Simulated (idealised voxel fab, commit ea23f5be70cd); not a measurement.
Process module name: voxel capacitor over wiring
In the cross-section labelled cut, the width is 295 nm and each square cell is 5 nm.
Cross-section layout: square cells on a grid; listed as bands, top to bottom; a band spans one or more cell rows. Each band's line starts with the height of the band's top and of its bottom, in nm. Then come its materials from left to right, each with its width in nm. One material with "all across" fills the band from edge to edge. "empty" is empty space. All heights in this document are referenced to 0, defined as the level beneath which the wafer, as received, consists entirely of one material. The lowest band is not bounded below; it extends indefinitely downward and is written in the form "z 0 and below". The two numbers in a width such as "30->40" mark its ends across the band: the first belongs to the top row of cells, the second to the bottom row, and from each row to the next the width moves by the same amount. The designation "left unchanged", where it is given for a processing step, indicates that no cell of the cross-section was altered in the course of that step. You'll see "Closed void list" listing empty spaces that have no way open to the top, as long as they're 8 cells or more; the notation is width x height at distance, where the distance is from the left edge, and all of it is in nm. On each step's line, the part that comes after the settings is the simulator's own comment on the step. A step's line can hold "overlay nm"; with a mask on that step, the setting says how far right of the planned place the mask lay, while a negative setting says it lay to the left.
### The following list gives the planned process steps
1 RECEIVE with material Si
2 CONFORMAL_DEP with material SiO2, thk nm 10
3 DIRECTIONAL_DEP with material TiN, thk nm 5
4 DIRECTIONAL_DEP with material W, thk nm 25
5 MASKED_ETCH with tone cover, mask id METAL_1, width nm 20, pitch nm 80, etch materials W, depth nm 25, overlay nm 0
6 MASKED_ETCH with tone cover, mask id METAL_1, width nm 20, pitch nm 80, etch materials TiN, depth nm 5, overlay nm 0
7 FILL_DEP with material SiO2, thk nm 5
8 CMP with height nm 40
9 CONFORMAL_DEP with material SiCN, thk nm 5
10 DIRECTIONAL_DEP with material SiO2, thk nm 15
11 DIRECTIONAL_DEP with material aC, thk nm 10
12 PATTERN with tone open, mask id PLUG_1, material resist, width nm 15, thk nm 25, overlay nm 0
13 DIRECTIONAL_ETCH with etch materials aC, depth nm 10
14 STRIP with etch materials resist
15 DIRECTIONAL_ETCH with etch materials SiO2, depth nm 15
16 DIRECTIONAL_ETCH with etch materials SiCN, depth nm 5
17 STRIP with etch materials aC
18 EPI with material Ru, thk nm 10
19 EPI with material Ru, thk nm 10
20 DIRECTIONAL_DEP with material TiN, thk nm 5
21 DIRECTIONAL_DEP with material Al2O3, thk nm 5
22 DIRECTIONAL_DEP with material TiN, thk nm 10
23 MASKED_ETCH with tone cover, mask id UPPER_PLATE, width nm 65, etch materials TiN, depth nm 10, overlay nm 0
24 MASKED_ETCH with tone cover, mask id UPPER_PLATE, width nm 65, etch materials Al2O3, depth nm 5, overlay nm 0
25 PATTERN with tone cover, mask id LOWER_PLATE, material resist, width nm 75, thk nm 15, overlay nm 0
26 DIRECTIONAL_ETCH with etch materials TiN, depth nm 5
27 STRIP with etch materials resist
28 FILL_DEP with material SiO2, thk nm 20
29 CMP with height nm 95
30 DIRECTIONAL_DEP with material aC, thk nm 15
31 PATTERN with tone open, mask id PLUG_2, material resist, width nm 15, thk nm 30, overlay nm 0
32 DIRECTIONAL_ETCH with etch materials aC, depth nm 15
33 STRIP with etch materials resist
34 DIRECTIONAL_ETCH with etch materials SiO2, depth nm 15
35 STRIP with etch materials aC
36 CONFORMAL_DEP with material TiN, thk nm 5
37 FILL_DEP with material Ru, thk nm 5
38 CMP with height nm 95
39 CONFORMAL_DEP with material SiCN, thk nm 5
### Wafer, first of two, run as planned
### Incoming wafer, cross-sectional view, post step 1
- z 0 and below = Si all across
- Closed void list: none
### You're looking at a cross-section of the wafer after step 2
- z 10 to 0 = SiO2 all across
- Everything under 0 stays put, no change at all.
### You're looking at a cross-section of the wafer after step 3
- z 15 to 10 = TiN all across
- Everything under 10 stays put, no change at all.
### You're looking at a cross-section of the wafer after step 4
- z 40 to 15 = W all across
- Everything under 15 stays put, no change at all.
### You're looking at a cross-section of the wafer after step 5
- z 40 to 15 = 95 empty  20 W  60 empty  20 W  100 empty
- Everything under 15 stays put, no change at all.
### You're looking at a cross-section of the wafer after step 6
- z 40 to 15 = 95 empty  20 W  60 empty  20 W  100 empty
- z 15 to 10 = 95 empty  20 TiN  60 empty  20 TiN  100 empty
- Everything under 10 stays put, no change at all.
### You're looking at a cross-section of the wafer after step 7
- z 45 to 40 = SiO2 all across
- z 40 to 15 = 95 SiO2  20 W  60 SiO2  20 W  100 SiO2
- z 15 to 10 = 95 SiO2  20 TiN  60 SiO2  20 TiN  100 SiO2
- Everything under 10 stays put, no change at all.
### You're looking at a cross-section of the wafer after step 8
- z 40 to 15 = 95 SiO2  20 W  60 SiO2  20 W  100 SiO2
- Everything under 15 stays put, no change at all.
### You're looking at a cross-section of the wafer after step 9
- z 45 to 40 = SiCN all across
- Everything under 40 stays put, no change at all.
### You're looking at a cross-section of the wafer after step 10
- z 60 to 45 = SiO2 all across
- Everything under 45 stays put, no change at all.
### You're looking at a cross-section of the wafer after step 11
- z 70 to 60 = aC all across
- Everything under 60 stays put, no change at all.
### You're looking at a cross-section of the wafer after step 12
- z 95 to 70 = 100 resist  15 empty  180 resist
- Everything under 70 stays put, no change at all.
### You're looking at a cross-section of the wafer after step 13
- z 85 to 70 = 100 resist  15 empty  180 resist
- z 70 to 60 = 100 aC  15 empty  180 aC
- Everything under 60 stays put, no change at all.
### You're looking at a cross-section of the wafer after step 14
- z 70 to 60 = 100 aC  15 empty  180 aC
- Everything under 60 stays put, no change at all.
### You're looking at a cross-section of the wafer after step 15
- z 70 to 60 = 100 aC  15 empty  180 aC
- z 60 to 45 = 100 SiO2  15 empty  180 SiO2
- Everything under 45 stays put, no change at all.
### You're looking at a cross-section of the wafer after step 16
- z 70 to 60 = 100 aC  15 empty  180 aC
- z 60 to 45 = 100 SiO2  15 empty  180 SiO2
- z 45 to 40 = 100 SiCN  15 empty  180 SiCN
- Everything under 40 stays put, no change at all.
### You're looking at a cross-section of the wafer after step 17
- z 60 to 45 = 100 SiO2  15 empty  180 SiO2
- Everything under 45 stays put, no change at all.
### You're looking at a cross-section of the wafer after step 18
- z 60 to 50 = 100 SiO2  15 empty  180 SiO2
- z 50 to 45 = 100 SiO2  15 Ru  180 SiO2
- z 45 to 40 = 100 SiCN  15 Ru  180 SiCN
- Everything under 40 stays put, no change at all.
### You're looking at a cross-section of the wafer after step 19
- z 60 to 45 = 100 SiO2  15 Ru  180 SiO2
- Everything under 45 stays put, no change at all.
### You're looking at a cross-section of the wafer after step 20
- z 65 to 60 = TiN all across
- Everything under 60 stays put, no change at all.
### You're looking at a cross-section of the wafer after step 21
- z 70 to 65 = Al2O3 all across
- Everything under 65 stays put, no change at all.
### You're looking at a cross-section of the wafer after step 22
- z 80 to 70 = TiN all across
- Everything under 70 stays put, no change at all.
### You're looking at a cross-section of the wafer after step 23
- z 80 to 70 = 100 empty  65 TiN  130 empty
- Everything under 70 stays put, no change at all.
### You're looking at a cross-section of the wafer after step 24
- z 80 to 70 = 100 empty  65 TiN  130 empty
- z 70 to 65 = 100 empty  65 Al2O3  130 empty
- Everything under 65 stays put, no change at all.
### You're looking at a cross-section of the wafer after step 25
- z 95 to 80 = 95 empty  75 resist  125 empty
- z 80 to 70 = 95 empty  5 resist  65 TiN  5 resist  125 empty
- z 70 to 65 = 95 empty  5 resist  65 Al2O3  5 resist  125 empty
- Everything under 65 stays put, no change at all.
### You're looking at a cross-section of the wafer after step 26
- z 95 to 80 = 95 empty  75 resist  125 empty
- z 80 to 70 = 95 empty  5 resist  65 TiN  5 resist  125 empty
- z 70 to 65 = 95 empty  5 resist  65 Al2O3  5 resist  125 empty
- z 65 to 60 = 95 empty  75 TiN  125 empty
- Everything under 60 stays put, no change at all.
### You're looking at a cross-section of the wafer after step 27
- z 80 to 70 = 100 empty  65 TiN  130 empty
- z 70 to 65 = 100 empty  65 Al2O3  130 empty
- Everything under 65 stays put, no change at all.
### You're looking at a cross-section of the wafer after step 28
- z 100 to 80 = SiO2 all across
- z 80 to 70 = 100 SiO2  65 TiN  130 SiO2
- z 70 to 65 = 100 SiO2  65 Al2O3  130 SiO2
- z 65 to 60 = 95 SiO2  75 TiN  125 SiO2
- Everything under 60 stays put, no change at all.
### You're looking at a cross-section of the wafer after step 29
- z 95 to 80 = SiO2 all across
- Everything under 80 stays put, no change at all.
### You're looking at a cross-section of the wafer after step 30
- z 110 to 95 = aC all across
- Everything under 95 stays put, no change at all.
### You're looking at a cross-section of the wafer after step 31
- z 140 to 110 = 110 resist  15 empty  170 resist
- Everything under 110 stays put, no change at all.
### You're looking at a cross-section of the wafer after step 32
- z 125 to 110 = 110 resist  15 empty  170 resist
- z 110 to 95 = 110 aC  15 empty  170 aC
- Everything under 95 stays put, no change at all.
### You're looking at a cross-section of the wafer after step 33
- z 110 to 95 = 110 aC  15 empty  170 aC
- Everything under 95 stays put, no change at all.
### You're looking at a cross-section of the wafer after step 34
- z 110 to 95 = 110 aC  15 empty  170 aC
- z 95 to 80 = 110 SiO2  15 empty  170 SiO2
- Everything under 80 stays put, no change at all.
### You're looking at a cross-section of the wafer after step 35
- z 95 to 80 = 110 SiO2  15 empty  170 SiO2
- Everything under 80 stays put, no change at all.
### You're looking at a cross-section of the wafer after step 36
- z 100 to 95 = 115 TiN  5 empty  175 TiN
- z 95 to 85 = 110 SiO2  5 TiN  5 empty  5 TiN  170 SiO2
- z 85 to 80 = 110 SiO2  15 TiN  170 SiO2
- Everything under 80 stays put, no change at all.
### You're looking at a cross-section of the wafer after step 37
- z 105 to 100 = Ru all across
- z 100 to 95 = 115 TiN  5 Ru  175 TiN
- z 95 to 85 = 110 SiO2  5 TiN  5 Ru  5 TiN  170 SiO2
- Everything under 85 stays put, no change at all.
### You're looking at a cross-section of the wafer after step 38
- z 95 to 85 = 110 SiO2  5 TiN  5 Ru  5 TiN  170 SiO2
- Everything under 85 stays put, no change at all.
### You're looking at a cross-section of the wafer after step 39
- z 100 to 95 = SiCN all across
- Everything under 95 stays put, no change at all.
### Notes, second wafer: start = first wafer's, plan = first wafer's, execution had one mistake; history identical to first through step 2
Second wafer shown in cross-section at the time step 3 was slated to end: left unchanged
### Second wafer shown in cross-section at the time step 4 was slated to end
- z 35 to 10 = W all across
- Everything under 10 stays put, no change at all.
### Second wafer shown in cross-section at the time step 5 was slated to end
- z 35 to 10 = 95 empty  20 W  60 empty  20 W  100 empty
- Everything under 10 stays put, no change at all.
Second wafer shown in cross-section at the time step 6 was slated to end: left unchanged
### Second wafer shown in cross-section at the time step 7 was slated to end
- z 40 to 35 = SiO2 all across
- z 35 to 10 = 95 SiO2  20 W  60 SiO2  20 W  100 SiO2
- Everything under 10 stays put, no change at all.
Second wafer shown in cross-section at the time step 8 was slated to end: left unchanged
### Second wafer shown in cross-section at the time step 9 was slated to end
- z 45 to 40 = SiCN all across
- Everything under 40 stays put, no change at all.
### Second wafer shown in cross-section at the time step 10 was slated to end
- z 60 to 45 = SiO2 all across
- Everything under 45 stays put, no change at all.
### Second wafer shown in cross-section at the time step 11 was slated to end
- z 70 to 60 = aC all across
- Everything under 60 stays put, no change at all.
### Second wafer shown in cross-section at the time step 12 was slated to end
- z 95 to 70 = 100 resist  15 empty  180 resist
- Everything under 70 stays put, no change at all.
### Second wafer shown in cross-section at the time step 13 was slated to end
- z 85 to 70 = 100 resist  15 empty  180 resist
- z 70 to 60 = 100 aC  15 empty  180 aC
- Everything under 60 stays put, no change at all.
### Second wafer shown in cross-section at the time step 14 was slated to end
- z 70 to 60 = 100 aC  15 empty  180 aC
- Everything under 60 stays put, no change at all.
### Second wafer shown in cross-section at the time step 15 was slated to end
- z 70 to 60 = 100 aC  15 empty  180 aC
- z 60 to 45 = 100 SiO2  15 empty  180 SiO2
- Everything under 45 stays put, no change at all.
### Second wafer shown in cross-section at the time step 16 was slated to end
- z 70 to 60 = 100 aC  15 empty  180 aC
- z 60 to 45 = 100 SiO2  15 empty  180 SiO2
- z 45 to 40 = 100 SiCN  15 empty  180 SiCN
- Everything under 40 stays put, no change at all.
### Second wafer shown in cross-section at the time step 17 was slated to end
- z 60 to 45 = 100 SiO2  15 empty  180 SiO2
- Everything under 45 stays put, no change at all.
Second wafer shown in cross-section at the time step 18 was slated to end: left unchanged
Second wafer shown in cross-section at the time step 19 was slated to end: left unchanged
### Second wafer shown in cross-section at the time step 20 was slated to end
- z 65 to 60 = 100 TiN  15 empty  180 TiN
- z 60 to 45 = 100 SiO2  15 empty  180 SiO2
- z 45 to 40 = 100 SiCN  15 TiN  180 SiCN
- Everything under 40 stays put, no change at all.
### Second wafer shown in cross-section at the time step 21 was slated to end
- z 70 to 65 = 100 Al2O3  15 empty  180 Al2O3
- z 65 to 60 = 100 TiN  15 empty  180 TiN
- z 60 to 50 = 100 SiO2  15 empty  180 SiO2
- z 50 to 45 = 100 SiO2  15 Al2O3  180 SiO2
- Everything under 45 stays put, no change at all.
### Second wafer shown in cross-section at the time step 22 was slated to end
- z 80 to 70 = 100 TiN  15 empty  180 TiN
- z 70 to 65 = 100 Al2O3  15 empty  180 Al2O3
- z 65 to 60 = 100 TiN  15 empty  180 TiN
- z 60 to 50 = 100 SiO2  15 TiN  180 SiO2
- Everything under 50 stays put, no change at all.
### Second wafer shown in cross-section at the time step 23 was slated to end
- z 80 to 70 = 115 empty  50 TiN  130 empty
- Everything under 70 stays put, no change at all.
### Second wafer shown in cross-section at the time step 24 was slated to end
- z 80 to 70 = 115 empty  50 TiN  130 empty
- z 70 to 65 = 115 empty  50 Al2O3  130 empty
- Everything under 65 stays put, no change at all.
### Second wafer shown in cross-section at the time step 25 was slated to end
- z 95 to 80 = 95 empty  75 resist  125 empty
- z 80 to 70 = 95 empty  20 resist  50 TiN  5 resist  125 empty
- z 70 to 65 = 95 empty  20 resist  50 Al2O3  5 resist  125 empty
- z 65 to 60 = 100 TiN  15 resist  180 TiN
- Everything under 60 stays put, no change at all.
### Second wafer shown in cross-section at the time step 26 was slated to end
- z 95 to 80 = 95 empty  75 resist  125 empty
- z 80 to 70 = 95 empty  20 resist  50 TiN  5 resist  125 empty
- z 70 to 65 = 95 empty  20 resist  50 Al2O3  5 resist  125 empty
- z 65 to 60 = 95 empty  5 TiN  15 resist  55 TiN  125 empty
- Everything under 60 stays put, no change at all.
### Second wafer shown in cross-section at the time step 27 was slated to end
- z 80 to 70 = 115 empty  50 TiN  130 empty
- z 70 to 65 = 115 empty  50 Al2O3  130 empty
- z 65 to 60 = 95 empty  5 TiN  15 empty  55 TiN  125 empty
- Everything under 60 stays put, no change at all.
### Second wafer shown in cross-section at the time step 28 was slated to end
- z 100 to 80 = SiO2 all across
- z 80 to 70 = 115 SiO2  50 TiN  130 SiO2
- z 70 to 65 = 115 SiO2  50 Al2O3  130 SiO2
- z 65 to 60 = 95 SiO2  5 TiN  15 SiO2  55 TiN  125 SiO2
- Everything under 60 stays put, no change at all.
### Second wafer shown in cross-section at the time step 29 was slated to end
- z 95 to 80 = SiO2 all across
- Everything under 80 stays put, no change at all.
### Second wafer shown in cross-section at the time step 30 was slated to end
- z 110 to 95 = aC all across
- Everything under 95 stays put, no change at all.
### Second wafer shown in cross-section at the time step 31 was slated to end
- z 140 to 110 = 110 resist  15 empty  170 resist
- Everything under 110 stays put, no change at all.
### Second wafer shown in cross-section at the time step 32 was slated to end
- z 125 to 110 = 110 resist  15 empty  170 resist
- z 110 to 95 = 110 aC  15 empty  170 aC
- Everything under 95 stays put, no change at all.
### Second wafer shown in cross-section at the time step 33 was slated to end
- z 110 to 95 = 110 aC  15 empty  170 aC
- Everything under 95 stays put, no change at all.
### Second wafer shown in cross-section at the time step 34 was slated to end
- z 110 to 95 = 110 aC  15 empty  170 aC
- z 95 to 80 = 110 SiO2  15 empty  170 SiO2
- Everything under 80 stays put, no change at all.
### Second wafer shown in cross-section at the time step 35 was slated to end
- z 95 to 80 = 110 SiO2  15 empty  170 SiO2
- Everything under 80 stays put, no change at all.
### Second wafer shown in cross-section at the time step 36 was slated to end
- z 100 to 95 = 115 TiN  5 empty  175 TiN
- z 95 to 85 = 110 SiO2  5 TiN  5 empty  5 TiN  170 SiO2
- z 85 to 80 = 110 SiO2  15 TiN  170 SiO2
- Everything under 80 stays put, no change at all.
### Second wafer shown in cross-section at the time step 37 was slated to end
- z 105 to 100 = Ru all across
- z 100 to 95 = 115 TiN  5 Ru  175 TiN
- z 95 to 85 = 110 SiO2  5 TiN  5 Ru  5 TiN  170 SiO2
- Everything under 85 stays put, no change at all.
### Second wafer shown in cross-section at the time step 38 was slated to end
- z 95 to 85 = 110 SiO2  5 TiN  5 Ru  5 TiN  170 SiO2
- Everything under 85 stays put, no change at all.
### Second wafer shown in cross-section at the time step 39 was slated to end
- z 100 to 95 = SiCN all across
- Everything under 95 stays put, no change at all.
Finding, execution versus plan: not run: step 3 of the plan (skipped)
Final tally in cells, some materials are higher or lower on the second wafer than on the first: 12 fewer of Ru; 20 more of SiO2; 8 fewer of TiN
